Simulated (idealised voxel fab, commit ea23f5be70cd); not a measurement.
This is a process module. Its name is voxel capacitor over wiring.
Each square cell in cross-section cut measures 5 nm, and the section as a whole is 190 nm wide.
In this document a cross-section is written as a grid of square cells. It is given as a series of bands, listed from the top down, and a band is one or more rows of cells.
Heights first: top, then bottom, in nm. Then materials, left to right, each with a width in nm. "edge to edge" on a single material: fills the band edge to edge. "blank": empty space.
Height datum 0, below which the as-received substrate wafer is one material. Lowest band open at the bottom, running downward: "0 down".
A two-number width, for instance "30 to 40", indicates that the width is equal to the first number in the top row of the band and to the second number in the bottom row, and that it changes by a constant amount per row of cells.
You'll sometimes find "identical to before" written for a step, and that's the way of saying that nowhere in the cross-section did a cell change during that step.
In "Enclosed void listing" the enclosed voids are listed, meaning empty spaces of 8 cells or larger without any opening to the top. The form is width x height at distance, distance from the left edge, units nm.
It should be noted that, on the line of a given step, the content following the step's settings is a remark produced by the simulator itself with respect to that step.
Among the settings permitted on a step's line is "overlay nm"; applied to a step with a mask, it specifies the extent to which the mask lay to the right of its planned position, whereas a negative figure signifies a position to the left.
## This section lists the process steps that were planned
- 1: RECEIVE,material Si
- 2: CONFORMAL_DEP,material SiO2,thk nm 10
- 3: CONFORMAL_DEP,material SiN,thk nm 5
- 4: DIRECTIONAL_DEP,material lowk,thk nm 25
- 5: PATTERN,tone open,mask id METAL_1,material resist,width nm 30,pitch nm 80,thk nm 20,overlay nm 0
- 6: DIRECTIONAL_ETCH,etch materials lowk,depth nm 25
- 7: DIRECTIONAL_ETCH,etch materials SiN,depth nm 5
- 8: STRIP,etch materials resist
- 9: CONFORMAL_DEP,material TiN,thk nm 5
- 10: FILL_DEP,material Cu,thk nm 5
- 11: CMP,height nm 40
- 12: CONFORMAL_DEP,material SiCN,thk nm 5
- 13: DIRECTIONAL_DEP,material lowk,thk nm 10
- 14: MASKED_ETCH,tone open,mask id PLUG_1,width nm 15,etch materials lowk,depth nm 10,overlay nm 0
- 15: MASKED_ETCH,tone open,mask id PLUG_1,width nm 15,etch materials SiCN,depth nm 5,overlay nm 0
- 16: CONFORMAL_DEP,material TiN,thk nm 5
- 17: FILL_DEP,material Ru,thk nm 10
- 18: CMP,height nm 55
- 19: DIRECTIONAL_DEP,material TiN,thk nm 5
- 20: DIRECTIONAL_DEP,material SiN,thk nm 5
- 21: DIRECTIONAL_DEP,material TiN,thk nm 10
- 22: MASKED_ETCH,tone cover,mask id UPPER_PLATE,width nm 55,etch materials TiN,depth nm 10,overlay nm 0
- 23: MASKED_ETCH,tone cover,mask id UPPER_PLATE,width nm 55,etch materials SiN,depth nm 5,overlay nm 0
- 24: MASKED_ETCH,tone cover,mask id LOWER_PLATE,width nm 65,etch materials TiN,depth nm 5,overlay nm -15
- 25: FILL_DEP,material SiO2,thk nm 15
- 26: CMP,height nm 85
- 27: MASKED_ETCH,tone open,mask id PLUG_2,width nm 15,etch materials SiO2,depth nm 10,overlay nm 0
- 28: CONFORMAL_DEP,material TiN,thk nm 5
- 29: FILL_DEP,material Ru,thk nm 10
- 30: CMP,height nm 85
- 31: CONFORMAL_DEP,material SiN,thk nm 5
Wafer-to-wafer difference: overlay nm, step 24. Common start. Plan = first wafer's value.
## Received condition of the first of several wafers, sectioned: post-step 1
0 down = Si edge to edge
Enclosed void listing: none
## Rows = wafers. At module end, each row lists per material the cells gained (+) or lost (-) since the wafer was received, then the closed voids
overlay nm -15; +40 Cu; +3 Ru; +35 SiCN; +75 SiN; +252 SiO2; +79 TiN; +200 lowk; Enclosed void listing: none
overlay nm -10; +40 Cu; +3 Ru; +35 SiCN; +75 SiN; +252 SiO2; +79 TiN; +200 lowk; Enclosed void listing: none
overlay nm -5; +40 Cu; +3 Ru; +35 SiCN; +75 SiN; +252 SiO2; +79 TiN; +200 lowk; Enclosed void listing: none
overlay nm 0; +40 Cu; +3 Ru; +35 SiCN; +75 SiN; +252 SiO2; +79 TiN; +200 lowk; Enclosed void listing: none
overlay nm 5; +40 Cu; +3 Ru; +35 SiCN; +75 SiN; +252 SiO2; +79 TiN; +200 lowk; Enclosed void listing: none
overlay nm 10; +40 Cu; +3 Ru; +35 SiCN; +75 SiN; +252 SiO2; +79 TiN; +200 lowk; Enclosed void listing: none
overlay nm 15; +40 Cu; +3 Ru; +35 SiCN; +75 SiN; +252 SiO2; +79 TiN; +200 lowk; Enclosed void listing: none
